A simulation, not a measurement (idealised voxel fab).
voxel transistor to metal: a process module
cross-section cut | 150 nm wide | cells 5 nm
Notation: cross-section as square-cell grid; stated in bands, top first, going down; one or more cell rows per band. Read a band's entry like this: the first values are the height of its top and the height of its bottom in nm, and what follows is the sequence of materials from left to right, each with its width in nm. Note that "air" is empty space, and that a single material marked "everywhere" reaches across the band from edge to edge. Counting heights begins at 0, where everything beneath is, in the wafer as received, one material. The lowest band has no bottom; it goes on downwards, as "z 0 and below" shows. The expression "30..40" gives the width at the extremes of the band, the first number at its top row of cells and the second at its bottom row, with the width changing by equal amounts from each row to the next in between. Reading "same as before" for a step: not a cell of the cross-section changed in it. "Trapped cavities" contains a list of empty spaces, each no smaller than 8 cells and without an open way to the top, written in the form width x height at distance with the distance from the left edge and all three in nm. Note: text after step settings on the step line = simulator remark on that step. What "overlay nm" on a step's line means: if the step has a mask, that mask lay this far to the right of its planned place, or, when the value is negative, to the left.

## The following list gives the planned process steps
step 1: RECEIVE with material Si
step 2: OXIDIZE with depth nm 5
step 3: CONFORMAL_DEP with material SiN, thk nm 15
step 4: MASKED_ETCH with tone cover, mask id ACTIVE, width nm 105, etch materials SiN, depth nm 15, overlay nm 0
step 5: MASKED_ETCH with tone cover, mask id ACTIVE, width nm 105, etch materials SiO2, depth nm 5, overlay nm 0
step 6: MASKED_ETCH with tone cover, mask id ACTIVE, width nm 105, etch materials Si, depth nm 35, overlay nm 0
step 7: FILL_DEP with material SiO2, thk nm 15
step 8: CMP with height nm 15
step 9: SELECTIVE_ETCH with etch materials SiO2, depth nm 15
step 10: STRIP with etch materials SiN
step 11: SELECTIVE_ETCH with etch materials SiO2, depth nm 5
step 12: OXIDIZE with depth nm 5
step 13: DIRECTIONAL_DEP with material polySi, thk nm 25
step 14: DIRECTIONAL_DEP with material SiCN, thk nm 15
step 15: DIRECTIONAL_DEP with material aC, thk nm 10
step 16: PATTERN with tone cover, mask id GATE, material resist, width nm 25, thk nm 30, overlay nm 0
step 17: DIRECTIONAL_ETCH with etch materials aC, depth nm 10
step 18: STRIP with etch materials resist
step 19: DIRECTIONAL_ETCH with etch materials SiCN, depth nm 25
step 20: DIRECTIONAL_ETCH with etch materials polySi, depth nm 35
step 21: STRIP with etch materials aC
step 22: CONFORMAL_DEP with material SiN, thk nm 5
step 23: DIRECTIONAL_ETCH with etch materials SiN, depth nm 5
step 24: DIRECTIONAL_ETCH with etch materials SiO2, depth nm 5
step 25: DIRECTIONAL_ETCH with etch materials Si, depth nm 5
step 26: EPI with material SiGe, thk nm 5
step 27: FILL_DEP with material SiO2, thk nm 10
step 28: CMP with height nm 20
step 29: STRIP with etch materials polySi
step 30: SELECTIVE_ETCH with etch materials SiO2, depth nm 5
step 31: CONFORMAL_DEP with material HfO2, thk nm 5
step 32: CONFORMAL_DEP with material TiN, thk nm 5
step 33: FILL_DEP with material W, thk nm 5
step 34: CMP with height nm 15
step 35: DIRECTIONAL_DEP with material SiO2, thk nm 10
step 36: MASKED_ETCH with tone open, mask id CONTACT, width nm 15, pitch nm 80, etch materials SiO2, depth nm 35, overlay nm 0
step 37: CONFORMAL_DEP with material TiN, thk nm 5
step 38: FILL_DEP with material W, thk nm 10
step 39: CMP with height nm 25
step 40: DIRECTIONAL_DEP with material TiN, thk nm 5
step 41: DIRECTIONAL_DEP with material W, thk nm 15
step 42: PATTERN with tone cover, mask id METAL_1, material resist, width nm 15, pitch nm 80, thk nm 20, overlay nm 0
step 43: DIRECTIONAL_ETCH with etch materials W, depth nm 15
step 44: DIRECTIONAL_ETCH with etch materials TiN, depth nm 5
step 45: STRIP with etch materials resist
step 46: FILL_DEP with material SiO2, thk nm 5
step 47: CMP with height nm 45
step 48: CONFORMAL_DEP with material SiN, thk nm 5

## This is the cross-section of the wafer as we received it, i.e. after step 1
- z 0 and below | Si everywhere
- Trapped cavities: none

## Result of the module, cross-sectioned: start per above, plan per above, one error in how it was run
- z 50 to 45 | SiN everywhere
- z 45 to 30 | SiO2: 25  W: 15  SiO2: 65  W: 15  SiO2: 30
- z 30 to 25 | SiO2: 25  TiN: 15  SiO2: 65  TiN: 15  SiO2: 30
- z 25 to 15 | SiO2: 20  TiN: 5  W: 15  TiN: 5  SiO2: 55  TiN: 5  W: 15  TiN: 5  SiO2: 25
- z 15 to 0 | SiO2: 20  TiN: 5  W: 15  TiN: 5  SiO2: 10  SiN: 5  HfO2: 5  TiN: 5  W: 5  TiN: 5  HfO2: 5  SiN: 5  SiO2: 10  TiN: 5  W: 15  TiN: 5  SiO2: 25
- z 0 to -5 | SiO2: 20  TiN: 5  W: 15  TiN: 5  SiO2: 10  SiN: 5  HfO2: 5  TiN: 15  HfO2: 5  SiN: 5  SiO2: 10  TiN: 5  W: 15  TiN: 5  SiO2: 25
- z -5 to -10 | SiO2: 20  TiN: 25  SiO2: 5  SiGe: 5  HfO2: 35  SiGe: 5  SiO2: 5  TiN: 25  SiO2: 25
- z -10 to -15 | SiO2: 20  SiGe: 35  Si: 35  SiGe: 35  SiO2: 25
- z -15 to -40 | SiO2: 20  Si: 105  SiO2: 25
- z -40 and below | Si everywhere
- Trapped cavities: none
Heads up, the wafer didn't run the way we planned it: step 36 was run on a setting that differed from the plan, and what really ran there is MASKED_ETCH with tone open, mask id CONTACT, width nm 25, pitch nm 80, etch materials SiO2, depth nm 35, overlay nm 0
